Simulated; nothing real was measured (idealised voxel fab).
This section sets out a process module, namely voxel transistor to metal.
Cross-sectional view cut (width: 300 nm; square cell size: 5 nm).
This document writes a cross-section as a grid whose cells are square, and gives it as bands, listed from the top down; one or more rows of cells form a band.
Basically the band line says how high the top is and how high the bottom is, in nm, and then what's in it from left to right, every material with its width in nm. Empty space shows up as "empty", and if a single material carries "full width" it runs the full band edge to edge.
Below 0: as-received wafer, all one material; heights counted from there. Lowest band: no bottom, goes on down, written "z 0 and below".
The two numbers in a width such as "30..40" mark its ends across the band: the first belongs to the top row of cells, the second to the bottom row, and from each row to the next the width moves by the same amount.
Where a step carries "same as before", the cross-section came out of it unchanged, cell for cell.
Closed empty spaces (no open way to the top) of 8 cells or more are what "Enclosed voids" lists, each as width x height at distance from the left edge, nm for all three.
That trailing text on a step's line, after the settings, is the simulator's own remark on the step.
The line of a step may include "overlay nm". On a step with a mask, this value is how far to the right of its planned place the mask lay. A negative value means the mask lay to the left.

Listed below are the process steps as planned:
1) RECEIVE [material Si]
2) OXIDIZE [depth nm 5]
3) CONFORMAL_DEP [material SiN] [thk nm 15]
4) MASKED_ETCH [tone cover] [mask id ACTIVE] [width nm 105] [pitch nm 130] [etch materials SiN] [depth nm 15] [overlay nm 0]
5) MASKED_ETCH [tone cover] [mask id ACTIVE] [width nm 105] [pitch nm 130] [etch materials SiO2] [depth nm 5] [overlay nm 0]
6) MASKED_ETCH [tone cover] [mask id ACTIVE] [width nm 105] [pitch nm 130] [etch materials Si] [depth nm 20] [overlay nm 0]
7) FILL_DEP [material SiO2] [thk nm 10]
8) CMP [height nm 15]
9) SELECTIVE_ETCH [etch materials SiO2] [depth nm 5]
10) STRIP [etch materials SiN]
11) SELECTIVE_ETCH [etch materials SiO2] [depth nm 5]
12) OXIDIZE [depth nm 5]
13) DIRECTIONAL_DEP [material polySi] [thk nm 30]
14) DIRECTIONAL_DEP [material SiCN] [thk nm 10]
15) PATTERN [tone cover] [mask id GATE] [material resist] [width nm 15] [pitch nm 130] [thk nm 20] [overlay nm 0]
16) DIRECTIONAL_ETCH [etch materials SiCN] [depth nm 20]
17) DIRECTIONAL_ETCH [etch materials polySi] [depth nm 40]
18) STRIP [etch materials resist]
19) CONFORMAL_DEP [material SiN] [thk nm 10]
20) DIRECTIONAL_ETCH [etch materials SiN] [depth nm 10]
21) DIRECTIONAL_ETCH [etch materials SiO2] [depth nm 5]
22) DIRECTIONAL_ETCH [etch materials Si] [depth nm 10]
23) EPI [material SiGe] [thk nm 15]
24) FILL_DEP [material SiO2] [thk nm 10]
25) CMP [height nm 35]
26) DIRECTIONAL_DEP [material SiO2] [thk nm 15]
27) PATTERN [tone open] [mask id CONTACT] [material resist] [width nm 20] [thk nm 20] [overlay nm 0]
28) DIRECTIONAL_ETCH [etch materials SiO2] [depth nm 45]
29) STRIP [etch materials resist]
30) CONFORMAL_DEP [material TiN] [thk nm 5]
31) FILL_DEP [material W] [thk nm 5]
32) CMP [height nm 50]
33) DIRECTIONAL_DEP [material TiN] [thk nm 5]
34) DIRECTIONAL_DEP [material W] [thk nm 20]
35) MASKED_ETCH [tone cover] [mask id METAL_1] [width nm 20] [etch materials W] [depth nm 20] [overlay nm 0]
36) MASKED_ETCH [tone cover] [mask id METAL_1] [width nm 20] [etch materials TiN] [depth nm 5] [overlay nm 0]
37) FILL_DEP [material SiO2] [thk nm 5]
38) CMP [height nm 75]
39) CONFORMAL_DEP [material SiCN] [thk nm 5]
40) DIRECTIONAL_DEP [material lowk] [thk nm 30]
41) DIRECTIONAL_DEP [material aC] [thk nm 10]
42) PATTERN [tone open] [mask id METAL_2] [material resist] [width nm 20] [pitch nm 130] [thk nm 30] [overlay nm 0]
43) DIRECTIONAL_ETCH [etch materials aC] [depth nm 10]
44) STRIP [etch materials resist]
45) DIRECTIONAL_ETCH [etch materials lowk] [depth nm 15]
46) STRIP [etch materials aC]
47) DIRECTIONAL_DEP [material aC] [thk nm 10]
48) PATTERN [tone open] [mask id METAL_2_HOLES] [material resist] [width nm 15] [pitch nm 130] [thk nm 25] [overlay nm 0]
49) DIRECTIONAL_ETCH [etch materials aC] [depth nm 10]
50) STRIP [etch materials resist]
51) DIRECTIONAL_ETCH [etch materials lowk] [depth nm 15]
52) DIRECTIONAL_ETCH [etch materials SiCN] [depth nm 5]
53) STRIP [etch materials aC]
54) CONFORMAL_DEP [material TiN] [thk nm 5]
55) FILL_DEP [material Cu] [thk nm 10]
56) CMP [height nm 110]
57) CONFORMAL_DEP [material SiCN] [thk nm 5]

As received (post step 1): cross-section:
- z 0 and below  Si full width
- Enclosed voids: none

The module was run from the start shown above using the plan shown above, but one mistake was made doing it; the resulting wafer cross-section is below:
- z 115 to 110  SiCN full width
- z 110 to 100  lowk=35; TiN=5; Cu=10; TiN=5; lowk=110; TiN=5; Cu=10; TiN=5; lowk=115
- z 100 to 95  lowk=35; TiN=5; Cu=5; TiN=10; lowk=110; TiN=5; Cu=5; TiN=10; lowk=115
- z 95 to 80  lowk=35; TiN=5; Cu=5; TiN=5; lowk=115; TiN=5; Cu=5; TiN=5; lowk=120
- z 80 to 75  SiCN=35; TiN=15; SiCN=115; TiN=15; SiCN=120
- z 75 to 55  SiO2=35; W=20; SiO2=55; W=20; SiO2=35; W=20; SiO2=55; W=20; SiO2=40
- z 55 to 50  SiO2=35; TiN=20; SiO2=55; TiN=20; SiO2=35; TiN=20; SiO2=55; TiN=20; SiO2=40
- z 50 to 35  SiO2=35; TiN=5; W=10; TiN=5; SiO2=55; TiN=5; W=10; TiN=5; SiO2=35; TiN=5; W=10; TiN=5; SiO2=55; TiN=5; W=10; TiN=5; SiO2=40
- z 35 to 30  SiO2=35; TiN=5; W=10; TiN=5; SiO2=10; SiN=10; SiCN=15; SiN=10; SiO2=10; TiN=5; W=10; TiN=5; SiO2=35; TiN=5; W=10; TiN=5; SiO2=10; SiN=10; SiCN=15; SiN=10; SiO2=10; TiN=5; W=10; TiN=5; SiO2=40
- z 30 to 10  SiO2=35; TiN=5; W=10; TiN=5; SiO2=10; SiN=10; polySi=15; SiN=10; SiO2=10; TiN=5; W=10; TiN=5; SiO2=35; TiN=5; W=10; TiN=5; SiO2=10; SiN=10; polySi=15; SiN=10; SiO2=10; TiN=5; W=10; TiN=5; SiO2=40
- z 10 to 5  SiO2=35; TiN=20; SiO2=10; SiN=10; polySi=15; SiN=10; SiO2=10; TiN=20; SiO2=35; TiN=20; SiO2=10; SiN=10; polySi=15; SiN=10; SiO2=10; TiN=20; SiO2=40
- z 5 to -5  SiO2=25; SiN=10; SiGe=30; SiN=10; polySi=15; SiN=10; SiGe=30; SiN=10; SiO2=15; SiN=10; SiGe=30; SiN=10; polySi=15; SiN=10; SiGe=30; SiN=10; SiO2=30
- z -5 to -10  SiO2=35; SiGe=30; SiO2=35; SiGe=30; SiO2=35; SiGe=30; SiO2=35; SiGe=30; SiO2=40
- z -10 to -20  SiO2=30; Si=5; SiGe=30; Si=35; SiGe=30; Si=5; SiO2=25; Si=5; SiGe=30; Si=35; SiGe=30; Si=5; SiO2=35
- z -20 to -25  SiO2=30; Si=105; SiO2=25; Si=105; SiO2=35
- z -25 and below  Si full width
- Enclosed voids: none
Nonconformance to the process plan: note that step 13 departed from the planned setting and was carried out as DIRECTIONAL_DEP [material polySi] [thk nm 35]
